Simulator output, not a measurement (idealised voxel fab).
The process module that follows is named voxel trench capacitor.
Cross-section cut spans 185 nm and uses square cells 5 nm in size.
In what follows, cross-sections appear as grids of square cells, described through bands that run from the top down, where every band is one or more rows of cells.
Basically the band line says how high the top is and how high the bottom is, in nm, and then what's in it from left to right, every material with its width in nm. Empty space shows up as "air", and if a single material carries "full width" it runs the full band edge to edge.
For the purposes of this specification, 0 denotes the height below which the wafer in its as-received condition is composed wholly of one material, and the lowermost band, lacking a lower limit, extends downward without end, as expressed in "0..down".
A two-number width, for instance "30->40", indicates that the width is equal to the first number in the top row of the band and to the second number in the bottom row, and that it changes by a constant amount per row of cells.
For the purposes of this document, the phrase "nothing was modified" attached to a step denotes that no cell within the cross-section was modified by that step.
Under "Entrapped voids" you'll find the enclosed gaps, the ones with no way out to the top, that are 8 cells or bigger; each reads width x height at distance, with distance counted from the left edge, everything in nm.
Text after the settings on a step's line: the simulator's own remark on that step.
The setting "overlay nm" may be written on the line of a step. When the step uses a mask, the value reports how far to the right of the planned place the mask lay, and a negative value reports that it lay to the left.
[plan]
1) RECEIVE (material Si)
2) CONFORMAL_DEP (material SiN; thk nm 10)
3) PATTERN (tone open; mask id TRENCH; material resist; width nm 15; pitch nm 40; thk nm 15; overlay nm 0)
4) DIRECTIONAL_ETCH (etch materials SiN; depth nm 10)
5) DIRECTIONAL_ETCH (etch materials Si; depth nm 30)
6) STRIP (etch materials resist)
7) CONFORMAL_DEP (material Al2O3; thk nm 5)
8) FILL_DEP (material polySi; thk nm 5)
9) CMP (height nm 10)
[Incoming wafer, cross-sectional view, post step 1]
    0..down = Si full width
    Entrapped voids: none
[The module was run from the start shown above using the plan shown above, but one mistake was made doing it; the resulting wafer cross-section is below]
    10..0 = 20 polySi  5 Al2O3  15 SiN  5 Al2O3  15 polySi  5 Al2O3  15 SiN  5 Al2O3  15 polySi  5 Al2O3  15 SiN  5 Al2O3  15 polySi  5 Al2O3  15 SiN  5 Al2O3  20 polySi
    0..-25 = 20 polySi  5 Al2O3  15 Si  5 Al2O3  15 polySi  5 Al2O3  15 Si  5 Al2O3  15 polySi  5 Al2O3  15 Si  5 Al2O3  15 polySi  5 Al2O3  15 Si  5 Al2O3  20 polySi
    -25..-30 = 25 Al2O3  15 Si  25 Al2O3  15 Si  25 Al2O3  15 Si  25 Al2O3  15 Si  25 Al2O3
    -30..down = Si full width
    Entrapped voids: none
Where did the run depart from the plan? step 3 deviated from plan and actually ran as PATTERN (tone cover; mask id TRENCH; material resist; width nm 15; pitch nm 40; thk nm 15; overlay nm 0)
